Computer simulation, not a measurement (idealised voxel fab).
This is a process module. Its name is voxel capacitor over wiring.
Section cut is 205 nm wide and gridded with 5 nm square cells.
The cross-sections in this document take the form of a grid made of square cells. They are written out as bands, in order from top to bottom. Each band consists of one or more rows of cells.
First you get the band's top height and its bottom height, in nm, and then the materials it's made of, left to right, with each width in nm. If you see a single material with "all across", that one covers the band edge to edge. "empty" is empty space.
Heights are expressed relative to 0, this being the level below which the as-received wafer comprises one material exclusively. The lowest band is unbounded in the downward direction and is denoted as in "top 0, no bottom".
With a width like "30..40", each row of cells in the band differs from the next by the same amount, the top row carrying the first number and the bottom row the second.
A step reported as "remained the same" is a step in which no cell of the cross-section changed.
"Enclosed void catalog" lists enclosed empty spaces (at least 8 cells, no open path upward to the top), each as width x height at distance from the left edge, in nm.
Read whatever lies past the settings on a step's line as the simulator's own remark about the step.
What "overlay nm" on a step's line means: if the step has a mask, that mask lay this far to the right of its planned place, or, when the value is negative, to the left.

Process steps (planned)
step 1: RECEIVE [material Si]
step 2: CONFORMAL_DEP [material SiO2] [thk nm 10]
step 3: CONFORMAL_DEP [material SiCN] [thk nm 5]
step 4: DIRECTIONAL_DEP [material SiO2] [thk nm 25]
step 5: MASKED_ETCH [tone open] [mask id METAL_1] [width nm 20] [pitch nm 75] [etch materials SiO2] [depth nm 25] [overlay nm 0]
step 6: MASKED_ETCH [tone open] [mask id METAL_1] [width nm 20] [pitch nm 75] [etch materials SiCN] [depth nm 5] [overlay nm 0]
step 7: CONFORMAL_DEP [material TiN] [thk nm 5]
step 8: FILL_DEP [material Cu] [thk nm 5]
step 9: CMP [height nm 40]
step 10: CONFORMAL_DEP [material SiCN] [thk nm 5]
step 11: DIRECTIONAL_DEP [material lowk] [thk nm 20]
step 12: PATTERN [tone open] [mask id PLUG_1] [material resist] [width nm 15] [thk nm 20] [overlay nm 0]
step 13: DIRECTIONAL_ETCH [etch materials lowk] [depth nm 20]
step 14: DIRECTIONAL_ETCH [etch materials SiCN] [depth nm 5]
step 15: STRIP [etch materials resist]
step 16: EPI [material Ru] [thk nm 10]
step 17: EPI [material Ru] [thk nm 10]
step 18: EPI [material Ru] [thk nm 5]
step 19: DIRECTIONAL_DEP [material TiN] [thk nm 10]
step 20: DIRECTIONAL_DEP [material SiN] [thk nm 5]
step 21: DIRECTIONAL_DEP [material TiN] [thk nm 10]
step 22: PATTERN [tone cover] [mask id UPPER_PLATE] [material resist] [width nm 60] [thk nm 15] [overlay nm 0]
step 23: DIRECTIONAL_ETCH [etch materials TiN] [depth nm 10]
step 24: DIRECTIONAL_ETCH [etch materials SiN] [depth nm 5]
step 25: STRIP [etch materials resist]
step 26: DIRECTIONAL_DEP [material aC] [thk nm 15]
step 27: PATTERN [tone cover] [mask id LOWER_PLATE] [material resist] [width nm 70] [thk nm 30] [overlay nm 0]
step 28: DIRECTIONAL_ETCH [etch materials aC] [depth nm 15]
step 29: STRIP [etch materials resist]
step 30: DIRECTIONAL_ETCH [etch materials TiN] [depth nm 10]
step 31: STRIP [etch materials aC]
step 32: FILL_DEP [material SiO2] [thk nm 15]
step 33: CMP [height nm 100]
step 34: PATTERN [tone open] [mask id PLUG_2] [material resist] [width nm 15] [thk nm 15] [overlay nm 0]
step 35: DIRECTIONAL_ETCH [etch materials SiO2] [depth nm 10]
step 36: STRIP [etch materials resist]
step 37: CONFORMAL_DEP [material TiN] [thk nm 5]
step 38: FILL_DEP [material Ru] [thk nm 5]
step 39: CMP [height nm 100]
step 40: CONFORMAL_DEP [material SiCN] [thk nm 5]

First of two wafers - as planned

Incoming wafer in cross-section (state: after step 1)
	top 0, no bottom  Si all across
	Enclosed void catalog: none

Take a look at the wafer's cross-section after step 2
	top 10, bottom 0  SiO2 all across
	Lower than 0, everything is as it was.

Take a look at the wafer's cross-section after step 3
	top 15, bottom 10  SiCN all across
	Lower than 10, everything is as it was.

Take a look at the wafer's cross-section after step 4
	top 40, bottom 15  SiO2 all across
	Lower than 15, everything is as it was.

Take a look at the wafer's cross-section after step 5
	top 40, bottom 15  SiO2: 55 | empty: 20 | SiO2: 55 | empty: 20 | SiO2: 55
	Lower than 15, everything is as it was.

Take a look at the wafer's cross-section after step 6
	top 40, bottom 15  SiO2: 55 | empty: 20 | SiO2: 55 | empty: 20 | SiO2: 55
	top 15, bottom 10  SiCN: 55 | empty: 20 | SiCN: 55 | empty: 20 | SiCN: 55
	Lower than 10, everything is as it was.

Take a look at the wafer's cross-section after step 7
	top 45, bottom 40  TiN: 60 | empty: 10 | TiN: 65 | empty: 10 | TiN: 60
	top 40, bottom 15  SiO2: 55 | TiN: 5 | empty: 10 | TiN: 5 | SiO2: 55 | TiN: 5 | empty: 10 | TiN: 5 | SiO2: 55
	top 15, bottom 10  SiCN: 55 | TiN: 20 | SiCN: 55 | TiN: 20 | SiCN: 55
	Lower than 10, everything is as it was.

Take a look at the wafer's cross-section after step 8
	top 50, bottom 45  Cu all across
	top 45, bottom 40  TiN: 60 | Cu: 10 | TiN: 65 | Cu: 10 | TiN: 60
	top 40, bottom 15  SiO2: 55 | TiN: 5 | Cu: 10 | TiN: 5 | SiO2: 55 | TiN: 5 | Cu: 10 | TiN: 5 | SiO2: 55
	Lower than 15, everything is as it was.

Take a look at the wafer's cross-section after step 9
	top 40, bottom 15  SiO2: 55 | TiN: 5 | Cu: 10 | TiN: 5 | SiO2: 55 | TiN: 5 | Cu: 10 | TiN: 5 | SiO2: 55
	Lower than 15, everything is as it was.

Take a look at the wafer's cross-section after step 10
	top 45, bottom 40  SiCN all across
	Lower than 40, everything is as it was.

Take a look at the wafer's cross-section after step 11
	top 65, bottom 45  lowk all across
	Lower than 45, everything is as it was.

Take a look at the wafer's cross-section after step 12
	top 85, bottom 65  resist: 60 | empty: 15 | resist: 130
	Lower than 65, everything is as it was.

Take a look at the wafer's cross-section after step 13
	top 85, bottom 65  resist: 60 | empty: 15 | resist: 130
	top 65, bottom 45  lowk: 60 | empty: 15 | lowk: 130
	Lower than 45, everything is as it was.

Take a look at the wafer's cross-section after step 14
	top 85, bottom 65  resist: 60 | empty: 15 | resist: 130
	top 65, bottom 45  lowk: 60 | empty: 15 | lowk: 130
	top 45, bottom 40  SiCN: 60 | empty: 15 | SiCN: 130
	Lower than 40, everything is as it was.

Take a look at the wafer's cross-section after step 15
	top 65, bottom 45  lowk: 60 | empty: 15 | lowk: 130
	Lower than 45, everything is as it was.

Take a look at the wafer's cross-section after step 16
	top 65, bottom 50  lowk: 60 | empty: 15 | lowk: 130
	top 50, bottom 45  lowk: 60 | Ru: 15 | lowk: 130
	top 45, bottom 40  SiCN: 60 | Ru: 15 | SiCN: 130
	Lower than 40, everything is as it was.

Take a look at the wafer's cross-section after step 17
	top 65, bottom 60  lowk: 60 | empty: 15 | lowk: 130
	top 60, bottom 45  lowk: 60 | Ru: 15 | lowk: 130
	Lower than 45, everything is as it was.

Take a look at the wafer's cross-section after step 18
	top 65, bottom 45  lowk: 60 | Ru: 15 | lowk: 130
	Lower than 45, everything is as it was.

Take a look at the wafer's cross-section after step 19
	top 75, bottom 65  TiN all across
	Lower than 65, everything is as it was.

Take a look at the wafer's cross-section after step 20
	top 80, bottom 75  SiN all across
	Lower than 75, everything is as it was.

Take a look at the wafer's cross-section after step 21
	top 90, bottom 80  TiN all across
	Lower than 80, everything is as it was.

Take a look at the wafer's cross-section after step 22
	top 105, bottom 90  empty: 60 | resist: 60 | empty: 85
	Lower than 90, everything is as it was.

Take a look at the wafer's cross-section after step 23
	top 105, bottom 90  empty: 60 | resist: 60 | empty: 85
	top 90, bottom 80  empty: 60 | TiN: 60 | empty: 85
	Lower than 80, everything is as it was.

Take a look at the wafer's cross-section after step 24
	top 105, bottom 90  empty: 60 | resist: 60 | empty: 85
	top 90, bottom 80  empty: 60 | TiN: 60 | empty: 85
	top 80, bottom 75  empty: 60 | SiN: 60 | empty: 85
	Lower than 75, everything is as it was.

Take a look at the wafer's cross-section after step 25
	top 90, bottom 80  empty: 60 | TiN: 60 | empty: 85
	Lower than 80, everything is as it was.

Take a look at the wafer's cross-section after step 26
	top 105, bottom 90  empty: 60 | aC: 60 | empty: 85
	top 90, bottom 80  aC: 60 | TiN: 60 | aC: 85
	top 80, bottom 75  aC: 60 | SiN: 60 | aC: 85
	Lower than 75, everything is as it was.

Take a look at the wafer's cross-section after step 27
	top 135, bottom 105  empty: 55 | resist: 70 | empty: 80
	top 105, bottom 90  empty: 55 | resist: 5 | aC: 60 | resist: 5 | empty: 80
	Lower than 90, everything is as it was.

Take a look at the wafer's cross-section after step 28
	top 120, bottom 105  empty: 55 | resist: 70 | empty: 80
	top 105, bottom 90  empty: 55 | resist: 5 | aC: 60 | resist: 5 | empty: 80
	top 90, bottom 80  empty: 55 | aC: 5 | TiN: 60 | aC: 5 | empty: 80
	top 80, bottom 75  empty: 55 | aC: 5 | SiN: 60 | aC: 5 | empty: 80
	Lower than 75, everything is as it was.

Take a look at the wafer's cross-section after step 29
	top 105, bottom 90  empty: 60 | aC: 60 | empty: 85
	Lower than 90, everything is as it was.

Take a look at the wafer's cross-section after step 30
	top 105, bottom 90  empty: 60 | aC: 60 | empty: 85
	top 90, bottom 80  empty: 55 | aC: 5 | TiN: 60 | aC: 5 | empty: 80
	top 80, bottom 75  empty: 55 | aC: 5 | SiN: 60 | aC: 5 | empty: 80
	top 75, bottom 65  empty: 55 | TiN: 70 | empty: 80
	Lower than 65, everything is as it was.

Take a look at the wafer's cross-section after step 31
	top 90, bottom 80  empty: 60 | TiN: 60 | empty: 85
	top 80, bottom 75  empty: 60 | SiN: 60 | empty: 85
	Lower than 75, everything is as it was.

Take a look at the wafer's cross-section after step 32
	top 105, bottom 90  SiO2 all across
	top 90, bottom 80  SiO2: 60 | TiN: 60 | SiO2: 85
	top 80, bottom 75  SiO2: 60 | SiN: 60 | SiO2: 85
	top 75, bottom 65  SiO2: 55 | TiN: 70 | SiO2: 80
	Lower than 65, everything is as it was.

Take a look at the wafer's cross-section after step 33
	top 100, bottom 90  SiO2 all across
	Lower than 90, everything is as it was.

Take a look at the wafer's cross-section after step 34
	top 115, bottom 100  resist: 70 | empty: 15 | resist: 120
	Lower than 100, everything is as it was.

Take a look at the wafer's cross-section after step 35
	top 115, bottom 100  resist: 70 | empty: 15 | resist: 120
	top 100, bottom 90  SiO2: 70 | empty: 15 | SiO2: 120
	Lower than 90, everything is as it was.

Take a look at the wafer's cross-section after step 36
	top 100, bottom 90  SiO2: 70 | empty: 15 | SiO2: 120
	Lower than 90, everything is as it was.

Take a look at the wafer's cross-section after step 37
	top 105, bottom 100  TiN: 75 | empty: 5 | TiN: 125
	top 100, bottom 95  SiO2: 70 | TiN: 5 | empty: 5 | TiN: 5 | SiO2: 120
	top 95, bottom 90  SiO2: 70 | TiN: 15 | SiO2: 120
	Lower than 90, everything is as it was.

Take a look at the wafer's cross-section after step 38
	top 110, bottom 105  Ru all across
	top 105, bottom 100  TiN: 75 | Ru: 5 | TiN: 125
	top 100, bottom 95  SiO2: 70 | TiN: 5 | Ru: 5 | TiN: 5 | SiO2: 120
	Lower than 95, everything is as it was.

Take a look at the wafer's cross-section after step 39
	top 100, bottom 95  SiO2: 70 | TiN: 5 | Ru: 5 | TiN: 5 | SiO2: 120
	Lower than 95, everything is as it was.

Take a look at the wafer's cross-section after step 40
	top 105, bottom 100  SiCN all across
	Lower than 100, everything is as it was.

Second wafer, same starting conditions and recipe as the first, one mistake in executing it, nothing differs from the first up to and including step 10

Cross-section, second wafer, at the end time the plan gives for step 11
	top 85, bottom 45  lowk all across
	Lower than 45, everything is as it was.

Cross-section, second wafer, at the end time the plan gives for step 12
	top 105, bottom 85  resist: 60 | empty: 15 | resist: 130
	Lower than 85, everything is as it was.

Cross-section, second wafer, at the end time the plan gives for step 13
	top 105, bottom 85  resist: 60 | empty: 15 | resist: 130
	top 85, bottom 65  lowk: 60 | empty: 15 | lowk: 130
	Lower than 65, everything is as it was.

Cross-section, second wafer, at the end time the plan gives for step 14: remained the same

Cross-section, second wafer, at the end time the plan gives for step 15
	top 85, bottom 65  lowk: 60 | empty: 15 | lowk: 130
	Lower than 65, everything is as it was.

Cross-section, second wafer, at the end time the plan gives for step 16: remained the same

Cross-section, second wafer, at the end time the plan gives for step 17: remained the same

Cross-section, second wafer, at the end time the plan gives for step 18: remained the same

Cross-section, second wafer, at the end time the plan gives for step 19
	top 95, bottom 85  TiN: 60 | empty: 15 | TiN: 130
	top 85, bottom 75  lowk: 60 | empty: 15 | lowk: 130
	top 75, bottom 65  lowk: 60 | TiN: 15 | lowk: 130
	Lower than 65, everything is as it was.

Cross-section, second wafer, at the end time the plan gives for step 20
	top 100, bottom 95  SiN: 60 | empty: 15 | SiN: 130
	top 95, bottom 85  TiN: 60 | empty: 15 | TiN: 130
	top 85, bottom 80  lowk: 60 | empty: 15 | lowk: 130
	top 80, bottom 75  lowk: 60 | SiN: 15 | lowk: 130
	Lower than 75, everything is as it was.

Cross-section, second wafer, at the end time the plan gives for step 21
	top 110, bottom 100  TiN: 60 | empty: 15 | TiN: 130
	top 100, bottom 95  SiN: 60 | empty: 15 | SiN: 130
	top 95, bottom 90  TiN: 60 | empty: 15 | TiN: 130
	top 90, bottom 85  TiN all across
	top 85, bottom 80  lowk: 60 | TiN: 15 | lowk: 130
	Lower than 80, everything is as it was.

Cross-section, second wafer, at the end time the plan gives for step 22
	top 125, bottom 110  empty: 60 | resist: 60 | empty: 85
	top 110, bottom 100  TiN: 60 | resist: 15 | TiN: 130
	top 100, bottom 95  SiN: 60 | resist: 15 | SiN: 130
	top 95, bottom 90  TiN: 60 | resist: 15 | TiN: 130
	Lower than 90, everything is as it was.

Cross-section, second wafer, at the end time the plan gives for step 23
	top 125, bottom 110  empty: 60 | resist: 60 | empty: 85
	top 110, bottom 100  empty: 60 | resist: 15 | TiN: 45 | empty: 85
	Lower than 100, everything is as it was.

Cross-section, second wafer, at the end time the plan gives for step 24
	top 125, bottom 110  empty: 60 | resist: 60 | empty: 85
	top 110, bottom 100  empty: 60 | resist: 15 | TiN: 45 | empty: 85
	top 100, bottom 95  empty: 60 | resist: 15 | SiN: 45 | empty: 85
	Lower than 95, everything is as it was.

Cross-section, second wafer, at the end time the plan gives for step 25
	top 110, bottom 100  empty: 75 | TiN: 45 | empty: 85
	top 100, bottom 95  empty: 75 | SiN: 45 | empty: 85
	top 95, bottom 90  TiN: 60 | empty: 15 | TiN: 130
	Lower than 90, everything is as it was.

Cross-section, second wafer, at the end time the plan gives for step 26
	top 125, bottom 110  empty: 75 | aC: 45 | empty: 85
	top 110, bottom 105  aC: 60 | empty: 15 | TiN: 45 | aC: 85
	top 105, bottom 100  aC: 75 | TiN: 45 | aC: 85
	top 100, bottom 95  aC: 75 | SiN: 45 | aC: 85
	top 95, bottom 90  TiN: 60 | aC: 15 | TiN: 130
	Lower than 90, everything is as it was.

Cross-section, second wafer, at the end time the plan gives for step 27
	top 155, bottom 125  empty: 55 | resist: 70 | empty: 80
	top 125, bottom 110  empty: 55 | resist: 20 | aC: 45 | resist: 5 | empty: 80
	top 110, bottom 105  aC: 60 | resist: 15 | TiN: 45 | aC: 85
	Lower than 105, everything is as it was.

Cross-section, second wafer, at the end time the plan gives for step 28
	top 140, bottom 125  empty: 55 | resist: 70 | empty: 80
	top 125, bottom 110  empty: 55 | resist: 20 | aC: 45 | resist: 5 | empty: 80
	top 110, bottom 105  empty: 55 | aC: 5 | resist: 15 | TiN: 45 | aC: 5 | empty: 80
	top 105, bottom 100  empty: 55 | aC: 20 | TiN: 45 | aC: 5 | empty: 80
	top 100, bottom 95  empty: 55 | aC: 20 | SiN: 45 | aC: 5 | empty: 80
	Lower than 95, everything is as it was.

Cross-section, second wafer, at the end time the plan gives for step 29
	top 125, bottom 110  empty: 75 | aC: 45 | empty: 85
	top 110, bottom 105  empty: 55 | aC: 5 | empty: 15 | TiN: 45 | aC: 5 | empty: 80
	Lower than 105, everything is as it was.

Cross-section, second wafer, at the end time the plan gives for step 30
	top 125, bottom 110  empty: 75 | aC: 45 | empty: 85
	top 110, bottom 105  empty: 55 | aC: 5 | empty: 15 | TiN: 45 | aC: 5 | empty: 80
	top 105, bottom 100  empty: 55 | aC: 20 | TiN: 45 | aC: 5 | empty: 80
	top 100, bottom 95  empty: 55 | aC: 20 | SiN: 45 | aC: 5 | empty: 80
	top 95, bottom 90  empty: 55 | TiN: 5 | aC: 15 | TiN: 50 | empty: 80
	top 90, bottom 85  empty: 55 | TiN: 70 | empty: 80
	Lower than 85, everything is as it was.

Cross-section, second wafer, at the end time the plan gives for step 31
	top 110, bottom 100  empty: 75 | TiN: 45 | empty: 85
	top 100, bottom 95  empty: 75 | SiN: 45 | empty: 85
	top 95, bottom 90  empty: 55 | TiN: 5 | empty: 15 | TiN: 50 | empty: 80
	Lower than 90, everything is as it was.

Cross-section, second wafer, at the end time the plan gives for step 32
	top 125, bottom 110  SiO2 all across
	top 110, bottom 100  SiO2: 75 | TiN: 45 | SiO2: 85
	top 100, bottom 95  SiO2: 75 | SiN: 45 | SiO2: 85
	top 95, bottom 90  SiO2: 55 | TiN: 5 | SiO2: 15 | TiN: 50 | SiO2: 80
	top 90, bottom 85  SiO2: 55 | TiN: 70 | SiO2: 80
	Lower than 85, everything is as it was.

Cross-section, second wafer, at the end time the plan gives for step 33
	top 100, bottom 95  SiO2: 75 | SiN: 45 | SiO2: 85
	Lower than 95, everything is as it was.

Cross-section, second wafer, at the end time the plan gives for step 34
	top 115, bottom 100  resist: 70 | empty: 15 | resist: 120
	Lower than 100, everything is as it was.

Cross-section, second wafer, at the end time the plan gives for step 35
	top 115, bottom 100  resist: 70 | empty: 15 | resist: 120
	top 100, bottom 95  SiO2: 70 | empty: 5 | SiN: 45 | SiO2: 85
	top 95, bottom 90  SiO2: 55 | TiN: 5 | SiO2: 10 | empty: 5 | TiN: 50 | SiO2: 80
	Lower than 90, everything is as it was.

Cross-section, second wafer, at the end time the plan gives for step 36
	top 100, bottom 95  SiO2: 70 | empty: 5 | SiN: 45 | SiO2: 85
	Lower than 95, everything is as it was.

Cross-section, second wafer, at the end time the plan gives for step 37
	top 105, bottom 100  TiN all across
	top 100, bottom 95  SiO2: 70 | TiN: 5 | SiN: 45 | SiO2: 85
	top 95, bottom 90  SiO2: 55 | TiN: 5 | SiO2: 10 | TiN: 55 | SiO2: 80
	Lower than 90, everything is as it was.

Cross-section, second wafer, at the end time the plan gives for step 38
	top 110, bottom 105  Ru all across
	Lower than 105, everything is as it was.

Cross-section, second wafer, at the end time the plan gives for step 39
	top 100, bottom 95  SiO2: 70 | TiN: 5 | SiN: 45 | SiO2: 85
	Lower than 95, everything is as it was.

Cross-section, second wafer, at the end time the plan gives for step 40
	top 105, bottom 100  SiCN all across
	Lower than 100, everything is as it was.
What went wrong in running the wafer? heads up, step 11 of the plan got done twice
Count the cells at the end and the second wafer has more or fewer of some materials than the first: 16 fewer of Ru, 3 more of SiCN, 130 fewer of SiO2, 21 fewer of TiN, 164 more of lowk
